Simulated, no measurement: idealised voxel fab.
voxel ribs on slabs: a process module
Section cut is 255 nm wide and gridded with 5 nm square cells.
Reading order for cross-sections: top band down to bottom band. Underlying form: a grid of square cells. Band size: one or more rows of cells. Top height, bottom height, nm. Materials left to right, width each, nm. Single material + "all across" = fills band edge to edge. "empty" = empty. Heights are reckoned from 0. Under this level, the received wafer is all of one material. The bottommost band is open-ended downward, for example "0 nm and below". Width: "30->40" (first number = top row, second number = bottom row, same change from row to row of cells). Any step labelled "everything unchanged" changed none of the cells in the cross-section. So "Voids, enclosed" is basically the list of trapped voids: any empty space of 8 cells or more that can't reach the top through an opening. They're written width x height at distance, the distance being from the left edge, and it's all nm. Heads up: the bit after the settings on a step's line is the simulator's remark on that step. The line of a step may include "overlay nm". On a step with a mask, this value is how far to the right of its planned place the mask lay. A negative value means the mask lay to the left.
Planned process steps
step 1: RECEIVE with material Si
step 2: DIRECTIONAL_DEP with material SiO2, thk nm 30
step 3: DIRECTIONAL_DEP with material polySi, thk nm 25
step 4: MASKED_ETCH with tone cover, mask id RIB, width nm 15, etch materials polySi, depth nm 5, overlay nm 0
step 5: MASKED_ETCH with tone cover, mask id SLAB, width nm 75, etch materials polySi, depth nm 20, overlay nm 0
step 6: FILL_DEP with material SiO2, thk nm 20
step 7: CMP with height nm 65
step 8: DIRECTIONAL_DEP with material TiN, thk nm 5
step 9: DIRECTIONAL_DEP with material aC, thk nm 15
step 10: PATTERN with tone cover, mask id HEATER, material resist, width nm 25, thk nm 30, overlay nm 0
step 11: DIRECTIONAL_ETCH with etch materials aC, depth nm 15
step 12: STRIP with etch materials resist
step 13: DIRECTIONAL_ETCH with etch materials TiN, depth nm 5
step 14: STRIP with etch materials aC
step 15: CONFORMAL_DEP with material SiO2, thk nm 10
First of two wafers, processed according to plan
Incoming wafer, cross-sectional view, post step 1
- 0 nm and below | Si all across
- Voids, enclosed: none
Presented here is a cross-section of the wafer after step 2 has been performed
- 30 nm to 0 nm | SiO2 all across
- Under the height 0 nothing was changed.
Presented here is a cross-section of the wafer after step 3 has been performed
- 55 nm to 30 nm | polySi all across
- Under the height 30 nothing was changed.
Presented here is a cross-section of the wafer after step 4 has been performed
- 55 nm to 50 nm | empty 120, polySi 15, empty 120
- Under the height 50 nothing was changed.
Presented here is a cross-section of the wafer after step 5 has been performed
- 55 nm to 50 nm | empty 120, polySi 15, empty 120
- 50 nm to 30 nm | empty 90, polySi 75, empty 90
- Under the height 30 nothing was changed.
Presented here is a cross-section of the wafer after step 6 has been performed
- 75 nm to 55 nm | SiO2 all across
- 55 nm to 50 nm | SiO2 120, polySi 15, SiO2 120
- 50 nm to 30 nm | SiO2 90, polySi 75, SiO2 90
- Under the height 30 nothing was changed.
Presented here is a cross-section of the wafer after step 7 has been performed
- 65 nm to 55 nm | SiO2 all across
- Under the height 55 nothing was changed.
Presented here is a cross-section of the wafer after step 8 has been performed
- 70 nm to 65 nm | TiN all across
- Under the height 65 nothing was changed.
Presented here is a cross-section of the wafer after step 9 has been performed
- 85 nm to 70 nm | aC all across
- Under the height 70 nothing was changed.
Presented here is a cross-section of the wafer after step 10 has been performed
- 115 nm to 85 nm | empty 115, resist 25, empty 115
- Under the height 85 nothing was changed.
Presented here is a cross-section of the wafer after step 11 has been performed
- 100 nm to 85 nm | empty 115, resist 25, empty 115
- 85 nm to 70 nm | empty 115, aC 25, empty 115
- Under the height 70 nothing was changed.
Presented here is a cross-section of the wafer after step 12 has been performed
- 85 nm to 70 nm | empty 115, aC 25, empty 115
- Under the height 70 nothing was changed.
Presented here is a cross-section of the wafer after step 13 has been performed
- 85 nm to 70 nm | empty 115, aC 25, empty 115
- 70 nm to 65 nm | empty 115, TiN 25, empty 115
- Under the height 65 nothing was changed.
Presented here is a cross-section of the wafer after step 14 has been performed
- 70 nm to 65 nm | empty 115, TiN 25, empty 115
- Under the height 65 nothing was changed.
Presented here is a cross-section of the wafer after step 15 has been performed
- 80 nm to 75 nm | empty 105, SiO2 45, empty 105
- 75 nm to 70 nm | SiO2 all across
- 70 nm to 65 nm | SiO2 115, TiN 25, SiO2 115
- Under the height 65 nothing was changed.
Notes, second wafer: start = first wafer's, plan = first wafer's, execution had one mistake; history identical to first through step 1
The second wafer cut through, at the time step 2 was supposed to be finished
- 30 nm to 0 nm | aC all across
- Under the height 0 nothing was changed.
The second wafer cut through, at the time step 3 was supposed to be finished
- 55 nm to 30 nm | polySi all across
- Under the height 30 nothing was changed.
The second wafer cut through, at the time step 4 was supposed to be finished
- 55 nm to 50 nm | empty 120, polySi 15, empty 120
- Under the height 50 nothing was changed.
The second wafer cut through, at the time step 5 was supposed to be finished
- 55 nm to 50 nm | empty 120, polySi 15, empty 120
- 50 nm to 30 nm | empty 90, polySi 75, empty 90
- Under the height 30 nothing was changed.
The second wafer cut through, at the time step 6 was supposed to be finished
- 75 nm to 55 nm | SiO2 all across
- 55 nm to 50 nm | SiO2 120, polySi 15, SiO2 120
- 50 nm to 30 nm | SiO2 90, polySi 75, SiO2 90
- Under the height 30 nothing was changed.
The second wafer cut through, at the time step 7 was supposed to be finished
- 65 nm to 55 nm | SiO2 all across
- Under the height 55 nothing was changed.
The second wafer cut through, at the time step 8 was supposed to be finished
- 70 nm to 65 nm | TiN all across
- Under the height 65 nothing was changed.
The second wafer cut through, at the time step 9 was supposed to be finished
- 85 nm to 70 nm | aC all across
- Under the height 70 nothing was changed.
The second wafer cut through, at the time step 10 was supposed to be finished
- 115 nm to 85 nm | empty 115, resist 25, empty 115
- Under the height 85 nothing was changed.
The second wafer cut through, at the time step 11 was supposed to be finished
- 100 nm to 85 nm | empty 115, resist 25, empty 115
- 85 nm to 70 nm | empty 115, aC 25, empty 115
- Under the height 70 nothing was changed.
The second wafer cut through, at the time step 12 was supposed to be finished
- 85 nm to 70 nm | empty 115, aC 25, empty 115
- Under the height 70 nothing was changed.
The second wafer cut through, at the time step 13 was supposed to be finished
- 85 nm to 70 nm | empty 115, aC 25, empty 115
- 70 nm to 65 nm | empty 115, TiN 25, empty 115
- Under the height 65 nothing was changed.
The second wafer cut through, at the time step 14 was supposed to be finished
- 70 nm to 65 nm | empty 115, TiN 25, empty 115
- Under the height 65 nothing was changed.
The second wafer cut through, at the time step 15 was supposed to be finished
- 80 nm to 75 nm | empty 105, SiO2 45, empty 105
- 75 nm to 70 nm | SiO2 all across
- 70 nm to 65 nm | SiO2 115, TiN 25, SiO2 115
- Under the height 65 nothing was changed.
Deviation noted in wafer processing: step 2 deviated from plan and actually ran as DIRECTIONAL_DEP with material aC, thk nm 30
Final wafer comparison in cells, second versus first, more or fewer per material: -306 SiO2; +306 aC
